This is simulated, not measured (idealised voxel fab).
process module | voxel self aligned vias
cross-section cut | 235 nm wide | cells 5 nm
A cross-section is a grid of square cells, given in bands from the top down. A band is one or more rows of cells.
Each band's line starts with the height of the band's top and of its bottom, in nm. Then come its materials from left to right, each with its width in nm. One material with "throughout" fills the band from edge to edge. "air" is empty space.
Height 0 is the level under which the wafer as received is all one material. The lowest band goes on downwards, as in "0 down".
A width such as "30 to 40" changes by the same amount from each row of cells to the next, from the band's top row to its bottom row.
"no change" after a step means that no cell of the cross-section changed.
closed voids: empty space of 8 cells or more with no open way to the top, each as width x height at its distance from the left edge, in nm
after a step's settings: what the simulator itself notes on the step
overlay nm, on a step with a mask: how far to the right of its planned place the mask lay; to the left if negative
plan
1 op RECEIVE | material Si
2 op CONFORMAL_DEP | material SiO2 | thk nm 10
3 op CONFORMAL_DEP | material SiCN | thk nm 5
4 op DIRECTIONAL_DEP | material SiO2 | thk nm 20
5 op MASKED_ETCH | tone open | mask id LINES | width nm 25 | pitch nm 70 | etch materials SiO2 | depth nm 20 | overlay nm 0
6 op CONFORMAL_DEP | material TiN | thk nm 5
7 op FILL_DEP | material W | thk nm 10
8 op CMP | height nm 35
9 op SELECTIVE_ETCH | etch materials W Ru TiN | depth nm 5
10 op FILL_DEP | material SiN | thk nm 5
11 op CMP | height nm 35
12 op DIRECTIONAL_DEP | material SiO2 | thk nm 15
13 op MASKED_ETCH | tone open | mask id VIAS | width nm 45 | pitch nm 70 | etch materials SiO2 | depth nm 15 | overlay nm 0
14 op MASKED_ETCH | tone open | mask id VIAS | width nm 45 | pitch nm 70 | etch materials SiN | depth nm 5 | overlay nm 0
15 op CONFORMAL_DEP | material TiN | thk nm 5
16 op FILL_DEP | material W | thk nm 10
17 op CMP | height nm 50
18 op CONFORMAL_DEP | material SiN | thk nm 5
as received, after step 1
  0 down: Si throughout
  closed voids: none
first wafer at the end, as planned
  55 to 50: SiN throughout
  50 to 40: SiO2 60 | TiN 5 | W 35 | TiN 5 | SiO2 25 | TiN 5 | W 35 | TiN 5 | SiO2 60
  40 to 35: SiO2 60 | TiN 15 | W 15 | TiN 15 | SiO2 25 | TiN 15 | W 15 | TiN 15 | SiO2 60
  35 to 30: SiO2 70 | TiN 25 | SiO2 45 | TiN 25 | SiO2 70
  30 to 20: SiO2 70 | TiN 5 | W 15 | TiN 5 | SiO2 45 | TiN 5 | W 15 | TiN 5 | SiO2 70
  20 to 15: SiO2 70 | TiN 25 | SiO2 45 | TiN 25 | SiO2 70
  15 to 10: SiCN throughout
  10 to 0: SiO2 throughout
  0 down: Si throughout
  closed voids: none
second wafer at the end: like start, like plan, one mistake
  70 to 65: SiN throughout
  65 to 55: W throughout
  55 to 50: TiN 65 | W 35 | TiN 35 | W 35 | TiN 65
  50 to 40: SiO2 60 | TiN 5 | W 35 | TiN 5 | SiO2 25 | TiN 5 | W 35 | TiN 5 | SiO2 60
  40 to 35: SiO2 60 | TiN 15 | W 15 | TiN 15 | SiO2 25 | TiN 15 | W 15 | TiN 15 | SiO2 60
  35 to 30: SiO2 70 | TiN 25 | SiO2 45 | TiN 25 | SiO2 70
  30 to 20: SiO2 70 | TiN 5 | W 15 | TiN 5 | SiO2 45 | TiN 5 | W 15 | TiN 5 | SiO2 70
  20 to 15: SiO2 70 | TiN 25 | SiO2 45 | TiN 25 | SiO2 70
  15 to 10: SiCN throughout
  10 to 0: SiO2 throughout
  0 down: Si throughout
  closed voids: none
what went wrong: step 17 was left out
at the end the second wafer has, in cells: 33 more of TiN | 108 more of W
